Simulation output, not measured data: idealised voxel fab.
process module | voxel self aligned vias
cross-section cut | 295 nm wide | cells 5 nm
A cross-section is a grid of square cells, given in bands from the top down. A band is one or more rows of cells.
Each band's line starts with the height of the band's top and of its bottom, in nm. Then come its materials from left to right, each with its width in nm. One material with "throughout" fills the band from edge to edge. "air" is empty space.
Height 0 is the level under which the wafer as received is all one material. The lowest band goes on downwards, as in "0 down".
A width such as "30 to 40" changes by the same amount from each row of cells to the next, from the band's top row to its bottom row.
"no change" after a step means that no cell of the cross-section changed.
closed voids: empty space of 8 cells or more with no open way to the top, each as width x height at its distance from the left edge, in nm
after a step's settings: what the simulator itself notes on the step
overlay nm, on a step with a mask: how far to the right of its planned place the mask lay; to the left if negative
plan
1 op RECEIVE | material Si
2 op CONFORMAL_DEP | material SiO2 | thk nm 15
3 op CONFORMAL_DEP | material SiCN | thk nm 5
4 op DIRECTIONAL_DEP | material SiO2 | thk nm 30
5 op DIRECTIONAL_DEP | material aC | thk nm 15
6 op PATTERN | tone open | mask id LINES | material resist | width nm 20 | pitch nm 70 | thk nm 35 | overlay nm 0
7 op DIRECTIONAL_ETCH | etch materials aC | depth nm 15
8 op STRIP | etch materials resist
9 op DIRECTIONAL_ETCH | etch materials SiO2 | depth nm 30
10 op STRIP | etch materials aC
11 op CONFORMAL_DEP | material TiN | thk nm 5
12 op FILL_DEP | material W | thk nm 10
13 op CMP | height nm 50
14 op SELECTIVE_ETCH | etch materials W Ru TiN | depth nm 10
15 op FILL_DEP | material SiN | thk nm 5
16 op CMP | height nm 50
17 op DIRECTIONAL_DEP | material SiO2 | thk nm 20
18 op MASKED_ETCH | tone open | mask id VIAS | width nm 40 | pitch nm 140 | etch materials SiO2 | depth nm 20 | overlay nm 0
19 op MASKED_ETCH | tone open | mask id VIAS | width nm 40 | pitch nm 140 | etch materials SiN | depth nm 10 | overlay nm 0
20 op CONFORMAL_DEP | material TiN | thk nm 5
21 op FILL_DEP | material Ru | thk nm 10
22 op CMP | height nm 70
23 op CONFORMAL_DEP | material SiN | thk nm 5
as received, after step 1
  0 down: Si throughout
  closed voids: none
first wafer at the end, as planned
  75 to 70: SiN throughout
  70 to 55: SiO2 55 | TiN 5 | Ru 30 | TiN 5 | SiO2 100 | TiN 5 | Ru 30 | TiN 5 | SiO2 60
  55 to 50: SiO2 55 | TiN 15 | Ru 10 | TiN 15 | SiO2 100 | TiN 15 | Ru 10 | TiN 15 | SiO2 60
  50 to 45: SiO2 65 | TiN 5 | Ru 10 | TiN 5 | SiO2 50 | SiN 20 | SiO2 50 | TiN 5 | Ru 10 | TiN 5 | SiO2 70
  45 to 40: SiO2 65 | TiN 20 | SiO2 50 | SiN 20 | SiO2 50 | TiN 20 | SiO2 70
  40 to 25: SiO2 65 | TiN 5 | W 10 | TiN 5 | SiO2 50 | TiN 5 | W 10 | TiN 5 | SiO2 50 | TiN 5 | W 10 | TiN 5 | SiO2 70
  25 to 20: SiO2 65 | TiN 20 | SiO2 50 | TiN 20 | SiO2 50 | TiN 20 | SiO2 70
  20 to 15: SiCN throughout
  15 to 0: SiO2 throughout
  0 down: Si throughout
  closed voids: none
second wafer at the end: like start, like plan, one mistake
  75 to 70: SiN throughout
  70 to 55: SiO2 50 | TiN 5 | Ru 30 | TiN 5 | SiO2 100 | TiN 5 | Ru 30 | TiN 5 | SiO2 65
  55 to 50: SiO2 50 | TiN 20 | Ru 10 | TiN 10 | SiO2 100 | TiN 20 | Ru 10 | TiN 10 | SiO2 65
  50 to 45: SiO2 65 | TiN 5 | Ru 10 | TiN 5 | SiO2 50 | SiN 20 | SiO2 50 | TiN 5 | Ru 10 | TiN 5 | SiO2 70
  45 to 40: SiO2 65 | TiN 20 | SiO2 50 | SiN 20 | SiO2 50 | TiN 20 | SiO2 70
  40 to 25: SiO2 65 | TiN 5 | W 10 | TiN 5 | SiO2 50 | TiN 5 | W 10 | TiN 5 | SiO2 50 | TiN 5 | W 10 | TiN 5 | SiO2 70
  25 to 20: SiO2 65 | TiN 20 | SiO2 50 | TiN 20 | SiO2 50 | TiN 20 | SiO2 70
  20 to 15: SiCN throughout
  15 to 0: SiO2 throughout
  0 down: Si throughout
  closed voids: none
what went wrong: step 18 ran as: op MASKED_ETCH | tone open | mask id VIAS | width nm 40 | pitch nm 140 | etch materials SiO2 | depth nm 20 | overlay nm -5
at the end the second wafer has, in cells: as many of each material as the first, in other places
